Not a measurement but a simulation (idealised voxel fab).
Documented hereafter: the process module known as voxel self aligned vias.
cross-section cut | 290 nm wide | cells 5 nm
Just so we're on the same page, the cross-sections are grids of square cells, and they're listed out in bands top to bottom, each band one or more rows deep. Read a band's entry like this: the first values are the height of its top and the height of its bottom in nm, and what follows is the sequence of materials from left to right, each with its width in nm. Note that "air" is empty space, and that a single material marked "edge to edge" reaches across the band from edge to edge. Beneath 0, the wafer as received is one material, and that level is where height counting begins. The lowest band goes on downward without a bottom; it is written like "0 and below". The notation "30->40" denotes a width that varies across the rows of cells in the band, beginning at the first number in the top row, finishing at the second number in the bottom row, and changing by an identical amount from each row to the next. "nothing changed" (step): cross-section cells unchanged, all of them. Listed in "Sealed void inventory": every empty space of 8 or more cells without an open way to the top. Form: width x height at distance, the distance being from the left edge, all in nm. It should be noted that, on the line of a given step, the content following the step's settings is a remark produced by the simulator itself with respect to that step. overlay nm: how far to the right of its planned place the mask lay on this masked step (negative: to the left).
### Below is the list of planned process steps
| 1 | RECEIVE [material Si] |
| 2 | CONFORMAL_DEP [material SiO2] [thk nm 15] |
| 3 | CONFORMAL_DEP [material SiCN] [thk nm 5] |
| 4 | DIRECTIONAL_DEP [material SiO2] [thk nm 30] |
| 5 | PATTERN [tone open] [mask id LINES] [material resist] [width nm 30] [pitch nm 60] [thk nm 20] [overlay nm 0] |
| 6 | DIRECTIONAL_ETCH [etch materials SiO2] [depth nm 30] |
| 7 | STRIP [etch materials resist] |
| 8 | CONFORMAL_DEP [material TiN] [thk nm 5] |
| 9 | FILL_DEP [material Ru] [thk nm 5] |
| 10 | CMP [height nm 50] |
| 11 | SELECTIVE_ETCH [etch materials W Ru TiN] [depth nm 10] |
| 12 | FILL_DEP [material SiN] [thk nm 10] |
| 13 | CMP [height nm 50] |
| 14 | DIRECTIONAL_DEP [material SiO2] [thk nm 20] |
| 15 | PATTERN [tone open] [mask id VIAS] [material resist] [width nm 40] [pitch nm 60] [thk nm 20] [overlay nm 0] |
| 16 | DIRECTIONAL_ETCH [etch materials SiO2] [depth nm 20] |
| 17 | DIRECTIONAL_ETCH [etch materials SiN] [depth nm 10] |
| 18 | STRIP [etch materials resist] |
| 19 | CONFORMAL_DEP [material TiN] [thk nm 5] |
| 20 | FILL_DEP [material Ru] [thk nm 5] |
| 21 | CMP [height nm 70] |
| 22 | CONFORMAL_DEP [material SiN] [thk nm 5] |
### Concerning the first of two wafers, which was run in accordance with the plan
### as received, after step 1
* 0 and below = Si edge to edge
* Sealed void inventory: none
### Cross-section of the wafer subsequent to step 2
* 15 down to 0 = SiO2 edge to edge
* Below 0 it's all the same as before, nothing changed down there.
### Cross-section of the wafer subsequent to step 3
* 20 down to 15 = SiCN edge to edge
* Below 15 it's all the same as before, nothing changed down there.
### Cross-section of the wafer subsequent to step 4
* 50 down to 20 = SiO2 edge to edge
* Below 20 it's all the same as before, nothing changed down there.
### Cross-section of the wafer subsequent to step 5
* 70 down to 50 = 100 of resist | 30 of air | 30 of resist | 30 of air | 100 of resist
* Below 50 it's all the same as before, nothing changed down there.
### Cross-section of the wafer subsequent to step 6
* 70 down to 50 = 100 of resist | 30 of air | 30 of resist | 30 of air | 100 of resist
* 50 down to 20 = 100 of SiO2 | 30 of air | 30 of SiO2 | 30 of air | 100 of SiO2
* Below 20 it's all the same as before, nothing changed down there.
### Cross-section of the wafer subsequent to step 7
* 50 down to 20 = 100 of SiO2 | 30 of air | 30 of SiO2 | 30 of air | 100 of SiO2
* Below 20 it's all the same as before, nothing changed down there.
### Cross-section of the wafer subsequent to step 8
* 55 down to 50 = 105 of TiN | 20 of air | 40 of TiN | 20 of air | 105 of TiN
* 50 down to 25 = 100 of SiO2 | 5 of TiN | 20 of air | 5 of TiN | 30 of SiO2 | 5 of TiN | 20 of air | 5 of TiN | 100 of SiO2
* 25 down to 20 = 100 of SiO2 | 30 of TiN | 30 of SiO2 | 30 of TiN | 100 of SiO2
* Below 20 it's all the same as before, nothing changed down there.
### Cross-section of the wafer subsequent to step 9
* 60 down to 55 = Ru edge to edge
* 55 down to 50 = 105 of TiN | 20 of Ru | 40 of TiN | 20 of Ru | 105 of TiN
* 50 down to 25 = 100 of SiO2 | 5 of TiN | 20 of Ru | 5 of TiN | 30 of SiO2 | 5 of TiN | 20 of Ru | 5 of TiN | 100 of SiO2
* Below 25 it's all the same as before, nothing changed down there.
### Cross-section of the wafer subsequent to step 10
* 50 down to 25 = 100 of SiO2 | 5 of TiN | 20 of Ru | 5 of TiN | 30 of SiO2 | 5 of TiN | 20 of Ru | 5 of TiN | 100 of SiO2
* Below 25 it's all the same as before, nothing changed down there.
### Cross-section of the wafer subsequent to step 11
* 50 down to 40 = 100 of SiO2 | 30 of air | 30 of SiO2 | 30 of air | 100 of SiO2
* Below 40 it's all the same as before, nothing changed down there.
### Cross-section of the wafer subsequent to step 12
* 60 down to 50 = SiN edge to edge
* 50 down to 40 = 100 of SiO2 | 30 of SiN | 30 of SiO2 | 30 of SiN | 100 of SiO2
* Below 40 it's all the same as before, nothing changed down there.
### Cross-section of the wafer subsequent to step 13
* 50 down to 40 = 100 of SiO2 | 30 of SiN | 30 of SiO2 | 30 of SiN | 100 of SiO2
* Below 40 it's all the same as before, nothing changed down there.
### Cross-section of the wafer subsequent to step 14
* 70 down to 50 = SiO2 edge to edge
* Below 50 it's all the same as before, nothing changed down there.
### Cross-section of the wafer subsequent to step 15
* 90 down to 70 = 95 of resist | 40 of air | 20 of resist | 40 of air | 95 of resist
* Below 70 it's all the same as before, nothing changed down there.
### Cross-section of the wafer subsequent to step 16
* 90 down to 70 = 95 of resist | 40 of air | 20 of resist | 40 of air | 95 of resist
* 70 down to 50 = 95 of SiO2 | 40 of air | 20 of SiO2 | 40 of air | 95 of SiO2
* Below 50 it's all the same as before, nothing changed down there.
### Cross-section of the wafer subsequent to step 17
* 90 down to 70 = 95 of resist | 40 of air | 20 of resist | 40 of air | 95 of resist
* 70 down to 50 = 95 of SiO2 | 40 of air | 20 of SiO2 | 40 of air | 95 of SiO2
* 50 down to 40 = 100 of SiO2 | 30 of air | 30 of SiO2 | 30 of air | 100 of SiO2
* Below 40 it's all the same as before, nothing changed down there.
### Cross-section of the wafer subsequent to step 18
* 70 down to 50 = 95 of SiO2 | 40 of air | 20 of SiO2 | 40 of air | 95 of SiO2
* Below 50 it's all the same as before, nothing changed down there.
### Cross-section of the wafer subsequent to step 19
* 75 down to 70 = 100 of TiN | 30 of air | 30 of TiN | 30 of air | 100 of TiN
* 70 down to 55 = 95 of SiO2 | 5 of TiN | 30 of air | 5 of TiN | 20 of SiO2 | 5 of TiN | 30 of air | 5 of TiN | 95 of SiO2
* 55 down to 45 = 95->100 of SiO2 | 10->5 of TiN | 20 of air | 10->5 of TiN | 20->30 of SiO2 | 10->5 of TiN | 20 of air | 10->5 of TiN | 95->100 of SiO2
* 45 down to 40 = 100 of SiO2 | 30 of TiN | 30 of SiO2 | 30 of TiN | 100 of SiO2
* Below 40 it's all the same as before, nothing changed down there.
### Cross-section of the wafer subsequent to step 20
* 80 down to 75 = Ru edge to edge
* 75 down to 70 = 100 of TiN | 30 of Ru | 30 of TiN | 30 of Ru | 100 of TiN
* 70 down to 55 = 95 of SiO2 | 5 of TiN | 30 of Ru | 5 of TiN | 20 of SiO2 | 5 of TiN | 30 of Ru | 5 of TiN | 95 of SiO2
* 55 down to 45 = 95->100 of SiO2 | 10->5 of TiN | 20 of Ru | 10->5 of TiN | 20->30 of SiO2 | 10->5 of TiN | 20 of Ru | 10->5 of TiN | 95->100 of SiO2
* Below 45 it's all the same as before, nothing changed down there.
### Cross-section of the wafer subsequent to step 21
* 70 down to 55 = 95 of SiO2 | 5 of TiN | 30 of Ru | 5 of TiN | 20 of SiO2 | 5 of TiN | 30 of Ru | 5 of TiN | 95 of SiO2
* Below 55 it's all the same as before, nothing changed down there.
### Cross-section of the wafer subsequent to step 22
* 75 down to 70 = SiN edge to edge
* Below 70 it's all the same as before, nothing changed down there.
### Notes, second wafer: start = first wafer's, plan = first wafer's, execution had one mistake; history identical to first through step 4
### Cross-section, second wafer, at the end time the plan gives for step 5
* 70 down to 50 = 100 of air | 30 of resist | 30 of air | 30 of resist | 100 of air
* Below 50 it's all the same as before, nothing changed down there.
### Cross-section, second wafer, at the end time the plan gives for step 6
* 70 down to 50 = 100 of air | 30 of resist | 30 of air | 30 of resist | 100 of air
* 50 down to 20 = 100 of air | 30 of SiO2 | 30 of air | 30 of SiO2 | 100 of air
* Below 20 it's all the same as before, nothing changed down there.
### Cross-section, second wafer, at the end time the plan gives for step 7
* 50 down to 20 = 100 of air | 30 of SiO2 | 30 of air | 30 of SiO2 | 100 of air
* Below 20 it's all the same as before, nothing changed down there.
### Cross-section, second wafer, at the end time the plan gives for step 8
* 55 down to 50 = 95 of air | 40 of TiN | 20 of air | 40 of TiN | 95 of air
* 50 down to 25 = 95 of air | 5 of TiN | 30 of SiO2 | 5 of TiN | 20 of air | 5 of TiN | 30 of SiO2 | 5 of TiN | 95 of air
* 25 down to 20 = 100 of TiN | 30 of SiO2 | 30 of TiN | 30 of SiO2 | 100 of TiN
* Below 20 it's all the same as before, nothing changed down there.
### Cross-section, second wafer, at the end time the plan gives for step 9
* 60 down to 55 = Ru edge to edge
* 55 down to 50 = 95 of Ru | 40 of TiN | 20 of Ru | 40 of TiN | 95 of Ru
* 50 down to 25 = 95 of Ru | 5 of TiN | 30 of SiO2 | 5 of TiN | 20 of Ru | 5 of TiN | 30 of SiO2 | 5 of TiN | 95 of Ru
* Below 25 it's all the same as before, nothing changed down there.
### Cross-section, second wafer, at the end time the plan gives for step 10
* 50 down to 25 = 95 of Ru | 5 of TiN | 30 of SiO2 | 5 of TiN | 20 of Ru | 5 of TiN | 30 of SiO2 | 5 of TiN | 95 of Ru
* Below 25 it's all the same as before, nothing changed down there.
### Cross-section, second wafer, at the end time the plan gives for step 11
* 50 down to 40 = 100 of air | 30 of SiO2 | 30 of air | 30 of SiO2 | 100 of air
* Below 40 it's all the same as before, nothing changed down there.
### Cross-section, second wafer, at the end time the plan gives for step 12
* 60 down to 50 = SiN edge to edge
* 50 down to 40 = 100 of SiN | 30 of SiO2 | 30 of SiN | 30 of SiO2 | 100 of SiN
* Below 40 it's all the same as before, nothing changed down there.
### Cross-section, second wafer, at the end time the plan gives for step 13
* 50 down to 40 = 100 of SiN | 30 of SiO2 | 30 of SiN | 30 of SiO2 | 100 of SiN
* Below 40 it's all the same as before, nothing changed down there.
### Cross-section, second wafer, at the end time the plan gives for step 14
* 70 down to 50 = SiO2 edge to edge
* Below 50 it's all the same as before, nothing changed down there.
### Cross-section, second wafer, at the end time the plan gives for step 15
* 90 down to 70 = 95 of resist | 40 of air | 20 of resist | 40 of air | 95 of resist
* Below 70 it's all the same as before, nothing changed down there.
### Cross-section, second wafer, at the end time the plan gives for step 16
* 90 down to 70 = 95 of resist | 40 of air | 20 of resist | 40 of air | 95 of resist
* 70 down to 50 = 95 of SiO2 | 40 of air | 20 of SiO2 | 40 of air | 95 of SiO2
* Below 50 it's all the same as before, nothing changed down there.
### Cross-section, second wafer, at the end time the plan gives for step 17
* 90 down to 70 = 95 of resist | 40 of air | 20 of resist | 40 of air | 95 of resist
* 70 down to 50 = 95 of SiO2 | 40 of air | 20 of SiO2 | 40 of air | 95 of SiO2
* 50 down to 40 = 95 of SiN | 5 of air | 30 of SiO2 | 5 of air | 20 of SiN | 5 of air | 30 of SiO2 | 5 of air | 95 of SiN
* Below 40 it's all the same as before, nothing changed down there.
### Cross-section, second wafer, at the end time the plan gives for step 18
* 70 down to 50 = 95 of SiO2 | 40 of air | 20 of SiO2 | 40 of air | 95 of SiO2
* Below 50 it's all the same as before, nothing changed down there.
### Cross-section, second wafer, at the end time the plan gives for step 19
* 75 down to 70 = 100 of TiN | 30 of air | 30 of TiN | 30 of air | 100 of TiN
* 70 down to 55 = 95 of SiO2 | 5 of TiN | 30 of air | 5 of TiN | 20 of SiO2 | 5 of TiN | 30 of air | 5 of TiN | 95 of SiO2
* 55 down to 50 = 95 of SiO2 | 40 of TiN | 20 of SiO2 | 40 of TiN | 95 of SiO2
* 50 down to 40 = 95 of SiN | 5 of TiN | 30 of SiO2 | 5 of TiN | 20 of SiN | 5 of TiN | 30 of SiO2 | 5 of TiN | 95 of SiN
* Below 40 it's all the same as before, nothing changed down there.
### Cross-section, second wafer, at the end time the plan gives for step 20
* 80 down to 75 = Ru edge to edge
* 75 down to 70 = 100 of TiN | 30 of Ru | 30 of TiN | 30 of Ru | 100 of TiN
* 70 down to 55 = 95 of SiO2 | 5 of TiN | 30 of Ru | 5 of TiN | 20 of SiO2 | 5 of TiN | 30 of Ru | 5 of TiN | 95 of SiO2
* Below 55 it's all the same as before, nothing changed down there.
### Cross-section, second wafer, at the end time the plan gives for step 21
* 70 down to 55 = 95 of SiO2 | 5 of TiN | 30 of Ru | 5 of TiN | 20 of SiO2 | 5 of TiN | 30 of Ru | 5 of TiN | 95 of SiO2
* Below 55 it's all the same as before, nothing changed down there.
### Cross-section, second wafer, at the end time the plan gives for step 22
* 75 down to 70 = SiN edge to edge
* Below 70 it's all the same as before, nothing changed down there.
Plan not followed: step 5 was run on a setting that differed from the plan, and what really ran there is PATTERN [tone cover] [mask id LINES] [material resist] [width nm 30] [pitch nm 60] [thk nm 20] [overlay nm 0]
Final tally in cells, some materials are higher or lower on the second wafer than on the first: Ru: 86 more; SiN: 84 more; SiO2: 204 fewer; TiN: 34 more
